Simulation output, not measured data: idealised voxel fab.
Title: Process Module voxel capacitor over wiring
Displayed cross-section: cut, width of 290 nm, square cells sized 5 nm.
Just so we're on the same page, the cross-sections are grids of square cells, and they're listed out in bands top to bottom, each band one or more rows deep.
The band entry comprises the height of the band's top followed by the height of its bottom, expressed in nm, and subsequently the band's materials from left to right, each stated together with its width in nm. Where a single material is marked with the word "everywhere", that material fills the band from edge to edge. The word "empty" represents empty space.
All heights in this document are referenced to 0, defined as the level beneath which the wafer, as received, consists entirely of one material. The lowest band is not bounded below; it extends indefinitely downward and is written in the form "0..down".
The width entry "30 to 40" should be interpreted row by row: the top row of cells in the band takes the first number, the bottom row takes the second number, and the change between adjacent rows is uniform throughout.
The designation "no alteration", where it is given for a processing step, indicates that no cell of the cross-section was altered in the course of that step.
"Closed void inventory" contains a list of empty spaces, each no smaller than 8 cells and without an open way to the top, written in the form width x height at distance with the distance from the left edge and all three in nm.
What comes after the settings on a step's line is commentary from the simulator itself on that step.
If you see "overlay nm" on a step's line and that step has a mask, it's telling you how far right of where it was planned the mask ended up; a negative number means it went left instead.

**Planned process steps**
1. RECEIVE | material Si
2. CONFORMAL_DEP | material SiO2 | thk nm 10
3. CONFORMAL_DEP | material SiCN | thk nm 5
4. DIRECTIONAL_DEP | material SiO2 | thk nm 20
5. MASKED_ETCH | tone open | mask id METAL_1 | width nm 20 | pitch nm 80 | etch materials SiO2 | depth nm 20 | overlay nm 0
6. MASKED_ETCH | tone open | mask id METAL_1 | width nm 20 | pitch nm 80 | etch materials SiCN | depth nm 5 | overlay nm 0
7. CONFORMAL_DEP | material TiN | thk nm 5
8. FILL_DEP | material Cu | thk nm 5
9. CMP | height nm 35
10. EPI | material Ru | thk nm 5
11. FILL_DEP | material SiCN | thk nm 5
12. DIRECTIONAL_DEP | material lowk | thk nm 10
13. MASKED_ETCH | tone open | mask id PLUG_1 | width nm 15 | etch materials lowk | depth nm 10 | overlay nm 0
14. MASKED_ETCH | tone open | mask id PLUG_1 | width nm 15 | etch materials SiCN | depth nm 5 | overlay nm 0
15. CONFORMAL_DEP | material TiN | thk nm 5
16. FILL_DEP | material Ru | thk nm 5
17. CMP | height nm 55
18. DIRECTIONAL_DEP | material TiN | thk nm 5
19. DIRECTIONAL_DEP | material Al2O3 | thk nm 5
20. DIRECTIONAL_DEP | material TiN | thk nm 5
21. MASKED_ETCH | tone cover | mask id UPPER_PLATE | width nm 65 | etch materials TiN | depth nm 5 | overlay nm 0
22. MASKED_ETCH | tone cover | mask id UPPER_PLATE | width nm 65 | etch materials Al2O3 | depth nm 5 | overlay nm 0
23. MASKED_ETCH | tone cover | mask id LOWER_PLATE | width nm 75 | etch materials TiN | depth nm 5 | overlay nm 0
24. FILL_DEP | material SiO2 | thk nm 15
25. CMP | height nm 80
26. MASKED_ETCH | tone open | mask id PLUG_2 | width nm 15 | etch materials SiO2 | depth nm 10 | overlay nm 0
27. CONFORMAL_DEP | material TiN | thk nm 5
28. FILL_DEP | material Cu | thk nm 5
29. CMP | height nm 80
30. CONFORMAL_DEP | material SiN | thk nm 5
Heads up: all these wafers start the same, and what changes between them is the thk nm in step 7. The value you see in the plan is just what the first wafer got.

**This is how the first of several wafers looked in cross-section when it arrived, which is after step 1**
0..down  Si everywhere
Closed void inventory: none

**Module end state after final step 30: cross-section of the first of several wafers**
85..80  SiN everywhere
80..75  110 of SiO2 / 5 of TiN / 5 of Cu / 5 of TiN / 165 of SiO2
75..65  110 to 100 of SiO2 / 15 to 65 of TiN / 165 to 125 of SiO2
65..60  100 of SiO2 / 65 of Al2O3 / 125 of SiO2
60..55  95 of SiO2 / 75 of TiN / 120 of SiO2
55..45  100 of lowk / 5 of TiN / 5 of Ru / 5 of TiN / 175 of lowk
45..40  100 of SiCN / 15 of TiN / 175 of SiCN
40..35  90 of SiCN / 30 of Ru / 50 of SiCN / 30 of Ru / 90 of SiCN
35..15  95 of SiO2 / 5 of TiN / 10 of Cu / 5 of TiN / 60 of SiO2 / 5 of TiN / 10 of Cu / 5 of TiN / 95 of SiO2
15..10  95 of SiCN / 20 of TiN / 60 of SiCN / 20 of TiN / 95 of SiCN
10..0  SiO2 everywhere
0..down  Si everywhere
Closed void inventory: none

**The last wafer as seen in cross-section at the end of the module**
85..80  SiN everywhere
80..75  110 of SiO2 / 5 of TiN / 5 of Cu / 5 of TiN / 165 of SiO2
75..65  110 to 100 of SiO2 / 15 to 65 of TiN / 165 to 125 of SiO2
65..60  100 of SiO2 / 65 of Al2O3 / 125 of SiO2
60..55  95 of SiO2 / 75 of TiN / 120 of SiO2
55..45  100 of lowk / 5 of TiN / 5 of Ru / 5 of TiN / 175 of lowk
45..40  100 of SiCN / 15 of TiN / 175 of SiCN
40..35  90 of SiCN / 30 of Ru / 50 of SiCN / 30 of Ru / 90 of SiCN
35..15  95 of SiO2 / 20 of TiN / 60 of SiO2 / 20 of TiN / 95 of SiO2
15..10  95 of SiCN / 20 of TiN / 60 of SiCN / 20 of TiN / 95 of SiCN
10..0  SiO2 everywhere
0..down  Si everywhere
Closed void inventory: none

**The following table contains a row per wafer, in which are reported, at the conclusion of the module, the cells of each material gained (+) or lost (-) since the wafer's receipt, with its closed voids given thereafter**
thk nm 5 | +13 Al2O3 | +17 Cu | +14 Ru | +151 SiCN | +58 SiN | +559 SiO2 | +64 TiN | +110 lowk | Closed void inventory: none
thk nm 10 | +13 Al2O3 | +1 Cu | +14 Ru | +151 SiCN | +58 SiN | +559 SiO2 | +80 TiN | +110 lowk | Closed void inventory: none
thk nm 15 | +13 Al2O3 | +1 Cu | +14 Ru | +151 SiCN | +58 SiN | +559 SiO2 | +80 TiN | +110 lowk | Closed void inventory: none
thk nm 20 | +13 Al2O3 | +1 Cu | +14 Ru | +151 SiCN | +58 SiN | +559 SiO2 | +80 TiN | +110 lowk | Closed void inventory: none
